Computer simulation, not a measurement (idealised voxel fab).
This is a process module. Its name is voxel transistor to metal.
Shown is cross-section cut, with a width of 165 nm and square cells of size 5 nm.
In what follows, cross-sections appear as grids of square cells, described through bands that run from the top down, where every band is one or more rows of cells.
Heights first: top, then bottom, in nm. Then materials, left to right, each with a width in nm. "full width" on a single material: fills the band edge to edge. "air": empty space.
Height 0 is the level under which the wafer as received is all one material. The lowest band goes on downwards, as in "0 nm and below".
Quick explanation for "30->40": the width changes in equal steps down the rows of cells, from the first number in the band's top row to the second number in its bottom row.
No cell of the cross-section changed in a step that is given as "no change".
If an empty space has no open way to the top and is at least 8 cells in size, "Closed empty spaces" lists it, written width x height at distance, where distance is measured from the left edge and every value is in nm.
Note: text after step settings on the step line = simulator remark on that step.
overlay nm: on a step with a mask, how far right of its planned place the mask lay; negative means left.

Steps in the process plan
1 RECEIVE with material Si
2 CONFORMAL_DEP with material SiO2, thk nm 5
3 CONFORMAL_DEP with material SiN, thk nm 15
4 MASKED_ETCH with tone cover, mask id ACTIVE, width nm 115, etch materials SiN, depth nm 15, overlay nm 0
5 MASKED_ETCH with tone cover, mask id ACTIVE, width nm 115, etch materials SiO2, depth nm 5, overlay nm 0
6 MASKED_ETCH with tone cover, mask id ACTIVE, width nm 115, etch materials Si, depth nm 20, overlay nm 0
7 FILL_DEP with material SiO2, thk nm 15
8 CMP with height nm 20
9 SELECTIVE_ETCH with etch materials SiO2, depth nm 5
10 STRIP with etch materials SiN
11 SELECTIVE_ETCH with etch materials SiO2, depth nm 5
12 OXIDIZE with depth nm 5
13 DIRECTIONAL_DEP with material polySi, thk nm 25
14 DIRECTIONAL_DEP with material SiCN, thk nm 10
15 MASKED_ETCH with tone cover, mask id GATE, width nm 15, etch materials SiCN, depth nm 20, overlay nm 0
16 MASKED_ETCH with tone cover, mask id GATE, width nm 15, etch materials polySi, depth nm 35, overlay nm 0
17 CONFORMAL_DEP with material SiO2, thk nm 5
18 DIRECTIONAL_ETCH with etch materials SiO2, depth nm 5
19 CONFORMAL_DEP with material SiN, thk nm 10
20 DIRECTIONAL_ETCH with etch materials SiN, depth nm 10
21 DIRECTIONAL_ETCH with etch materials SiO2, depth nm 5
22 DIRECTIONAL_ETCH with etch materials Si, depth nm 5
23 EPI with material nSi, thk nm 10
24 FILL_DEP with material SiO2, thk nm 10
25 CMP with height nm 35
26 DIRECTIONAL_DEP with material SiO2, thk nm 15
27 PATTERN with tone open, mask id CONTACT, material resist, width nm 20, pitch nm 75, thk nm 20, overlay nm 0
28 DIRECTIONAL_ETCH with etch materials SiO2, depth nm 50
29 STRIP with etch materials resist
30 CONFORMAL_DEP with material TiN, thk nm 5
31 FILL_DEP with material Ru, thk nm 10
32 CMP with height nm 50
33 CONFORMAL_DEP with material SiN, thk nm 5
34 DIRECTIONAL_DEP with material lowk, thk nm 15
35 PATTERN with tone open, mask id METAL_1, material resist, width nm 20, pitch nm 75, thk nm 15, overlay nm 0
36 DIRECTIONAL_ETCH with etch materials lowk, depth nm 15
37 DIRECTIONAL_ETCH with etch materials SiN, depth nm 5
38 STRIP with etch materials resist
39 CONFORMAL_DEP with material TiN, thk nm 5
40 FILL_DEP with material Ru, thk nm 5
41 CMP with height nm 70
42 CONFORMAL_DEP with material SiCN, thk nm 5
43 DIRECTIONAL_DEP with material lowk, thk nm 25
44 MASKED_ETCH with tone open, mask id METAL_2_HOLES, width nm 15, pitch nm 75, etch materials lowk, depth nm 25, overlay nm 0
45 DIRECTIONAL_DEP with material aC, thk nm 10
46 PATTERN with tone open, mask id METAL_2, material resist, width nm 20, pitch nm 75, thk nm 25, overlay nm 0
47 DIRECTIONAL_ETCH with etch materials aC, depth nm 10
48 STRIP with etch materials resist
49 DIRECTIONAL_ETCH with etch materials lowk, depth nm 15
50 DIRECTIONAL_ETCH with etch materials SiCN, depth nm 5
51 STRIP with etch materials aC
52 CONFORMAL_DEP with material TiN, thk nm 5
53 FILL_DEP with material Ru, thk nm 10
54 CMP with height nm 100
55 CONFORMAL_DEP with material SiCN, thk nm 5

Wafer at receipt (post step 1), cross-section
  0 nm and below = Si full width
  Closed empty spaces: none

Starting structure and process plan are as shown above, but one mistake was made in running the module; the wafer cross-section at the end of the module follows
  105 nm to 100 nm = SiCN full width
  100 nm to 90 nm = 35 lowk, then 5 TiN, then 10 Ru, then 5 TiN, then 55 lowk, then 5 TiN, then 10 Ru, then 5 TiN, then 35 lowk
  90 nm to 85 nm = 35 lowk, then 5 TiN, then 5 Ru, then 10 TiN, then 55 lowk, then 5 TiN, then 5 Ru, then 10 TiN, then 35 lowk
  85 nm to 75 nm = 35 lowk, then 5 TiN, then 5 Ru, then 5 TiN, then 60 lowk, then 5 TiN, then 5 Ru, then 5 TiN, then 40 lowk
  75 nm to 70 nm = 35 SiCN, then 15 TiN, then 60 SiCN, then 15 TiN, then 40 SiCN
  70 nm to 60 nm = 35 lowk, then 5 TiN, then 10 Ru, then 5 TiN, then 55 lowk, then 5 TiN, then 10 Ru, then 5 TiN, then 35 lowk
  60 nm to 55 nm = 35 SiN, then 20 TiN, then 55 SiN, then 20 TiN, then 35 SiN
  55 nm to 50 nm = 40 TiN, then 10 Ru, then 65 TiN, then 10 Ru, then 40 TiN
  50 nm to 35 nm = 35 SiO2, then 5 TiN, then 10 Ru, then 5 TiN, then 55 SiO2, then 5 TiN, then 10 Ru, then 5 TiN, then 35 SiO2
  35 nm to 25 nm = 35 SiO2, then 5 TiN, then 10 Ru, then 5 TiN, then 5 SiO2, then 10 SiN, then 5 SiO2, then 15 SiCN, then 5 SiO2, then 10 SiN, then 5 SiO2, then 5 TiN, then 10 Ru, then 5 TiN, then 35 SiO2
  25 nm to 10 nm = 35 SiO2, then 5 TiN, then 10 Ru, then 5 TiN, then 5 SiO2, then 10 SiN, then 5 SiO2, then 15 polySi, then 5 SiO2, then 10 SiN, then 5 SiO2, then 5 TiN, then 10 Ru, then 5 TiN, then 35 SiO2
  10 nm to 5 nm = 25 SiO2, then 10 SiN, then 20 TiN, then 5 SiO2, then 10 SiN, then 5 SiO2, then 15 polySi, then 5 SiO2, then 10 SiN, then 5 SiO2, then 20 TiN, then 10 SiN, then 25 SiO2
  5 nm to 0 nm = 25 SiO2, then 10 SiN, then 10 nSi, then 5 TiN, then 10 nSi, then 10 SiN, then 5 SiO2, then 15 polySi, then 5 SiO2, then 10 SiN, then 10 nSi, then 5 TiN, then 10 nSi, then 10 SiN, then 25 SiO2
  0 nm to -5 nm = 35 SiO2, then 25 nSi, then 45 SiO2, then 25 nSi, then 35 SiO2
  -5 nm to -10 nm = 25 SiO2, then 10 Si, then 25 nSi, then 45 Si, then 25 nSi, then 10 Si, then 25 SiO2
  -10 nm to -20 nm = 25 SiO2, then 115 Si, then 25 SiO2
  -20 nm and below = Si full width
  Closed empty spaces: none
It is concluded that the wafer was processed incorrectly with respect to the plan, in that so step 32 ended up running with a different setting than we planned, it ran as CMP with height nm 55
